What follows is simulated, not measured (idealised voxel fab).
Process module in this document: voxel fin reveal
This is section cut - it's 240 nm across, gridded in 5 nm square cells.
A cross-section is a grid of square cells, given in bands from the top down. A band is one or more rows of cells.
Top, bottom (nm), then materials left to right with widths (nm); lone material tagged "edge to edge" fills the whole band edge to edge; "air" = empty space.
Heights are measured from 0, the level below which the as-received wafer is all one material; the lowest band has no bottom and continues downward, written as in "z 0 and below".
Graded width ("30->40"): value in top row of band = first number; value in bottom row = second number; row-to-row change constant.
Where the words "nothing changed" appear for a step, the cross-section shows no cell changed by that step; every cell remained as before.
The label "Enclosed void catalog" introduces a list of the empty spaces, 8 cells or larger, that have no open way up to the top; each entry in it reads width x height at distance, where the distance is taken from the left edge and all three are stated in nm.
after a step's settings: what the simulator itself notes on the step
Among the settings permitted on a step's line is "overlay nm"; applied to a step with a mask, it specifies the extent to which the mask lay to the right of its planned position, whereas a negative figure signifies a position to the left.

### Process steps (planned)
1,RECEIVE,material Si
2,CONFORMAL_DEP,material SiN,thk nm 5
3,DIRECTIONAL_DEP,material aC,thk nm 15
4,PATTERN,tone cover,mask id FINS,material resist,width nm 15,pitch nm 45,thk nm 35,overlay nm 0
5,DIRECTIONAL_ETCH,etch materials aC,depth nm 15
6,STRIP,etch materials resist
7,DIRECTIONAL_ETCH,etch materials SiN,depth nm 5
8,DIRECTIONAL_ETCH,etch materials Si,depth nm 35
9,STRIP,etch materials aC
10,FILL_DEP,material SiO2,thk nm 15
11,CMP,height nm 5
12,SELECTIVE_ETCH,etch materials SiO2,depth nm 30
13,STRIP,etch materials SiN
14,CONFORMAL_DEP,material HfO2,thk nm 5

### First of two wafers, with the run carried out as planned

### Incoming wafer, cross-sectional view, post step 1
* z 0 and below  Si edge to edge
* Enclosed void catalog: none

### Step 2 done - wafer cross-section
* z 5 to 0  SiN edge to edge
* Everything under 0 stays put, no change at all.

### Step 3 done - wafer cross-section
* z 20 to 5  aC edge to edge
* Everything under 5 stays put, no change at all.

### Step 4 done - wafer cross-section
* z 55 to 20  65 nm air  15 nm resist  30 nm air  15 nm resist  30 nm air  15 nm resist  70 nm air
* Everything under 20 stays put, no change at all.

### Step 5 done - wafer cross-section
* z 40 to 20  65 nm air  15 nm resist  30 nm air  15 nm resist  30 nm air  15 nm resist  70 nm air
* z 20 to 5  65 nm air  15 nm aC  30 nm air  15 nm aC  30 nm air  15 nm aC  70 nm air
* Everything under 5 stays put, no change at all.

### Step 6 done - wafer cross-section
* z 20 to 5  65 nm air  15 nm aC  30 nm air  15 nm aC  30 nm air  15 nm aC  70 nm air
* Everything under 5 stays put, no change at all.

### Step 7 done - wafer cross-section
* z 20 to 5  65 nm air  15 nm aC  30 nm air  15 nm aC  30 nm air  15 nm aC  70 nm air
* z 5 to 0  65 nm air  15 nm SiN  30 nm air  15 nm SiN  30 nm air  15 nm SiN  70 nm air
* Everything under 0 stays put, no change at all.

### Step 8 done - wafer cross-section
* z 20 to 5  65 nm air  15 nm aC  30 nm air  15 nm aC  30 nm air  15 nm aC  70 nm air
* z 5 to 0  65 nm air  15 nm SiN  30 nm air  15 nm SiN  30 nm air  15 nm SiN  70 nm air
* z 0 to -35  65 nm air  15 nm Si  30 nm air  15 nm Si  30 nm air  15 nm Si  70 nm air
* Everything under -35 stays put, no change at all.

### Step 9 done - wafer cross-section
* z 5 to 0  65 nm air  15 nm SiN  30 nm air  15 nm SiN  30 nm air  15 nm SiN  70 nm air
* Everything under 0 stays put, no change at all.

### Step 10 done - wafer cross-section
* z 20 to 5  SiO2 edge to edge
* z 5 to 0  65 nm SiO2  15 nm SiN  30 nm SiO2  15 nm SiN  30 nm SiO2  15 nm SiN  70 nm SiO2
* z 0 to -35  65 nm SiO2  15 nm Si  30 nm SiO2  15 nm Si  30 nm SiO2  15 nm Si  70 nm SiO2
* Everything under -35 stays put, no change at all.

### Step 11 done - wafer cross-section
* z 5 to 0  65 nm SiO2  15 nm SiN  30 nm SiO2  15 nm SiN  30 nm SiO2  15 nm SiN  70 nm SiO2
* Everything under 0 stays put, no change at all.

### Step 12 done - wafer cross-section
* z 5 to 0  65 nm air  15 nm SiN  30 nm air  15 nm SiN  30 nm air  15 nm SiN  70 nm air
* z 0 to -25  65 nm air  15 nm Si  30 nm air  15 nm Si  30 nm air  15 nm Si  70 nm air
* Everything under -25 stays put, no change at all.

### Step 13 done - wafer cross-section
* z 0 to -25  65 nm air  15 nm Si  30 nm air  15 nm Si  30 nm air  15 nm Si  70 nm air
* Everything under -25 stays put, no change at all.

### Step 14 done - wafer cross-section
* z 5 to 0  60 nm air  25 nm HfO2  20 nm air  25 nm HfO2  20 nm air  25 nm HfO2  65 nm air
* z 0 to -20  60 nm air  5 nm HfO2  15 nm Si  5 nm HfO2  20 nm air  5 nm HfO2  15 nm Si  5 nm HfO2  20 nm air  5 nm HfO2  15 nm Si  5 nm HfO2  65 nm air
* z -20 to -25  65 nm HfO2  15 nm Si  30 nm HfO2  15 nm Si  30 nm HfO2  15 nm Si  70 nm HfO2
* Everything under -25 stays put, no change at all.

### The remaining wafer, second of the two, started like the first and was run to the same plan, except that one mistake was made along the way; the two coincide through step 3, inclusive

### Second wafer profile in section, at the moment step 4 of the plan was meant to be complete
* z 55 to 20  55 nm air  15 nm resist  30 nm air  15 nm resist  30 nm air  15 nm resist  80 nm air
* Everything under 20 stays put, no change at all.

### Second wafer profile in section, at the moment step 5 of the plan was meant to be complete
* z 40 to 20  55 nm air  15 nm resist  30 nm air  15 nm resist  30 nm air  15 nm resist  80 nm air
* z 20 to 5  55 nm air  15 nm aC  30 nm air  15 nm aC  30 nm air  15 nm aC  80 nm air
* Everything under 5 stays put, no change at all.

### Second wafer profile in section, at the moment step 6 of the plan was meant to be complete
* z 20 to 5  55 nm air  15 nm aC  30 nm air  15 nm aC  30 nm air  15 nm aC  80 nm air
* Everything under 5 stays put, no change at all.

### Second wafer profile in section, at the moment step 7 of the plan was meant to be complete
* z 20 to 5  55 nm air  15 nm aC  30 nm air  15 nm aC  30 nm air  15 nm aC  80 nm air
* z 5 to 0  55 nm air  15 nm SiN  30 nm air  15 nm SiN  30 nm air  15 nm SiN  80 nm air
* Everything under 0 stays put, no change at all.

### Second wafer profile in section, at the moment step 8 of the plan was meant to be complete
* z 20 to 5  55 nm air  15 nm aC  30 nm air  15 nm aC  30 nm air  15 nm aC  80 nm air
* z 5 to 0  55 nm air  15 nm SiN  30 nm air  15 nm SiN  30 nm air  15 nm SiN  80 nm air
* z 0 to -35  55 nm air  15 nm Si  30 nm air  15 nm Si  30 nm air  15 nm Si  80 nm air
* Everything under -35 stays put, no change at all.

### Second wafer profile in section, at the moment step 9 of the plan was meant to be complete
* z 5 to 0  55 nm air  15 nm SiN  30 nm air  15 nm SiN  30 nm air  15 nm SiN  80 nm air
* Everything under 0 stays put, no change at all.

### Second wafer profile in section, at the moment step 10 of the plan was meant to be complete
* z 20 to 5  SiO2 edge to edge
* z 5 to 0  55 nm SiO2  15 nm SiN  30 nm SiO2  15 nm SiN  30 nm SiO2  15 nm SiN  80 nm SiO2
* z 0 to -35  55 nm SiO2  15 nm Si  30 nm SiO2  15 nm Si  30 nm SiO2  15 nm Si  80 nm SiO2
* Everything under -35 stays put, no change at all.

### Second wafer profile in section, at the moment step 11 of the plan was meant to be complete
* z 5 to 0  55 nm SiO2  15 nm SiN  30 nm SiO2  15 nm SiN  30 nm SiO2  15 nm SiN  80 nm SiO2
* Everything under 0 stays put, no change at all.

### Second wafer profile in section, at the moment step 12 of the plan was meant to be complete
* z 5 to 0  55 nm air  15 nm SiN  30 nm air  15 nm SiN  30 nm air  15 nm SiN  80 nm air
* z 0 to -25  55 nm air  15 nm Si  30 nm air  15 nm Si  30 nm air  15 nm Si  80 nm air
* Everything under -25 stays put, no change at all.

### Second wafer profile in section, at the moment step 13 of the plan was meant to be complete
* z 0 to -25  55 nm air  15 nm Si  30 nm air  15 nm Si  30 nm air  15 nm Si  80 nm air
* Everything under -25 stays put, no change at all.

### Second wafer profile in section, at the moment step 14 of the plan was meant to be complete
* z 5 to 0  50 nm air  25 nm HfO2  20 nm air  25 nm HfO2  20 nm air  25 nm HfO2  75 nm air
* z 0 to -20  50 nm air  5 nm HfO2  15 nm Si  5 nm HfO2  20 nm air  5 nm HfO2  15 nm Si  5 nm HfO2  20 nm air  5 nm HfO2  15 nm Si  5 nm HfO2  75 nm air
* z -20 to -25  55 nm HfO2  15 nm Si  30 nm HfO2  15 nm Si  30 nm HfO2  15 nm Si  80 nm HfO2
* Everything under -25 stays put, no change at all.
What was done differently from what was planned? not per plan at step 4, really ran PATTERN,tone cover,mask id FINS,material resist,width nm 15,pitch nm 45,thk nm 35,overlay nm -10
The two final wafers agree on how many cells each material fills and disagree on which cells those are.
